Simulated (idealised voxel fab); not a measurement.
process module | voxel wiring stack
cross-section cut | 165 nm wide | cells 5 nm
A cross-section is a grid of square cells, given in bands from the top down. A band is one or more rows of cells.
Each band's line starts with the height of the band's top and of its bottom, in nm. Then come its materials from left to right, each with its width in nm. One material with "throughout" fills the band from edge to edge. "air" is empty space.
Height 0 is the level under which the wafer as received is all one material. The lowest band goes on downwards, as in "0 down".
A width such as "30 to 40" changes by the same amount from each row of cells to the next, from the band's top row to its bottom row.
"no change" after a step means that no cell of the cross-section changed.
closed voids: empty space of 8 cells or more with no open way to the top, each as width x height at its distance from the left edge, in nm
after a step's settings: what the simulator itself notes on the step
overlay nm, on a step with a mask: how far to the right of its planned place the mask lay; to the left if negative
plan
1 op RECEIVE | material Si
2 op CONFORMAL_DEP | material SiO2 | thk nm 15
3 op CONFORMAL_DEP | material SiN | thk nm 5
4 op DIRECTIONAL_DEP | material lowk | thk nm 15
5 op PATTERN | tone open | mask id METAL_1 | material resist | width nm 30 | pitch nm 55 | thk nm 20 | overlay nm 0
6 op DIRECTIONAL_ETCH | etch materials lowk | depth nm 15
7 op DIRECTIONAL_ETCH | etch materials SiN | depth nm 5
8 op STRIP | etch materials resist
9 op CONFORMAL_DEP | material TiN | thk nm 5
10 op FILL_DEP | material W | thk nm 5
11 op CMP | height nm 35
12 op EPI | material Ru | thk nm 5
13 op FILL_DEP | material SiCN | thk nm 5
14 op DIRECTIONAL_DEP | material lowk | thk nm 30
15 op DIRECTIONAL_DEP | material aC | thk nm 15
16 op PATTERN | tone open | mask id METAL_2_HOLES | material resist | width nm 15 | thk nm 35 | overlay nm -15
17 op DIRECTIONAL_ETCH | etch materials aC | depth nm 15
18 op STRIP | etch materials resist
19 op DIRECTIONAL_ETCH | etch materials lowk | depth nm 30
20 op STRIP | etch materials aC
21 op DIRECTIONAL_DEP | material aC | thk nm 10
22 op PATTERN | tone open | mask id METAL_2 | material resist | width nm 30 | pitch nm 55 | thk nm 25 | overlay nm 0
23 op DIRECTIONAL_ETCH | etch materials aC | depth nm 10
24 op STRIP | etch materials resist
25 op DIRECTIONAL_ETCH | etch materials lowk | depth nm 20
26 op DIRECTIONAL_ETCH | etch materials SiCN | depth nm 5
27 op STRIP | etch materials aC
28 op CONFORMAL_DEP | material TiN | thk nm 5
29 op FILL_DEP | material Cu | thk nm 10
30 op CMP | height nm 75
31 op CONFORMAL_DEP | material SiN | thk nm 5
varied across the wafers: overlay nm of step 16. The plan shows the first wafer's value. All wafers start alike
first wafer as received, after step 1
  0 down: Si throughout
  closed voids: none
each wafer at the end: cells of each material gained (+) or lost (-) since it was received, then its closed voids
overlay nm -15 | +35 Cu | +16 Ru | +50 SiCN | +54 SiN | +99 SiO2 | +55 TiN | +24 W | +195 lowk | closed voids: none
overlay nm -10 | +32 Cu | +16 Ru | +49 SiCN | +54 SiN | +99 SiO2 | +55 TiN | +24 W | +199 lowk | closed voids: none
overlay nm -5 | +29 Cu | +16 Ru | +48 SiCN | +54 SiN | +99 SiO2 | +55 TiN | +24 W | +203 lowk | closed voids: none
overlay nm 0 | +27 Cu | +16 Ru | +47 SiCN | +54 SiN | +99 SiO2 | +54 TiN | +24 W | +207 lowk | closed voids: none
overlay nm 5 | +27 Cu | +16 Ru | +47 SiCN | +54 SiN | +99 SiO2 | +54 TiN | +24 W | +207 lowk | closed voids: none
overlay nm 10 | +27 Cu | +16 Ru | +47 SiCN | +54 SiN | +99 SiO2 | +54 TiN | +24 W | +207 lowk | closed voids: none
overlay nm 15 | +27 Cu | +16 Ru | +47 SiCN | +54 SiN | +99 SiO2 | +54 TiN | +24 W | +207 lowk | closed voids: none
